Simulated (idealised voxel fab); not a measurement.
process module | voxel tone inversion
cross-section cut | 190 nm wide | cells 5 nm
A cross-section is a grid of square cells, given in bands from the top down. A band is one or more rows of cells.
Each band's line starts with the height of the band's top and of its bottom, in nm. Then come its materials from left to right, each with its width in nm. One material with "throughout" fills the band from edge to edge. "air" is empty space.
Height 0 is the level under which the wafer as received is all one material. The lowest band goes on downwards, as in "0 down".
A width such as "30 to 40" changes by the same amount from each row of cells to the next, from the band's top row to its bottom row.
"no change" after a step means that no cell of the cross-section changed.
closed voids: empty space of 8 cells or more with no open way to the top, each as width x height at its distance from the left edge, in nm
after a step's settings: what the simulator itself notes on the step
overlay nm, on a step with a mask: how far to the right of its planned place the mask lay; to the left if negative
plan
1 op RECEIVE | material Si
2 op CONFORMAL_DEP | material SiN | thk nm 10
3 op DIRECTIONAL_DEP | material polySi | thk nm 15
4 op PATTERN | tone cover | mask id POSTS | material resist | width nm 25 | pitch nm 45 | thk nm 25 | overlay nm 0
5 op DIRECTIONAL_ETCH | etch materials polySi | depth nm 15
6 op STRIP | etch materials resist
7 op FILL_DEP | material SiO2 | thk nm 5
8 op CMP | height nm 25
9 op STRIP | etch materials polySi
as received, after step 1
  0 down: Si throughout
  closed voids: none
first wafer at the end, as planned
  25 to 10: SiO2 15 | air 25 | SiO2 20 | air 25 | SiO2 20 | air 25 | SiO2 20 | air 25 | SiO2 15
  10 to 0: SiN throughout
  0 down: Si throughout
  closed voids: none
second wafer at the end: like start, like plan, one mistake
  25 to 15: SiN throughout
  15 to 0: polySi throughout
  0 down: Si throughout
  closed voids: none
what went wrong: steps 2 and 3 were swapped
at the end the second wafer has, in cells: 54 fewer of SiO2 | 114 more of polySi
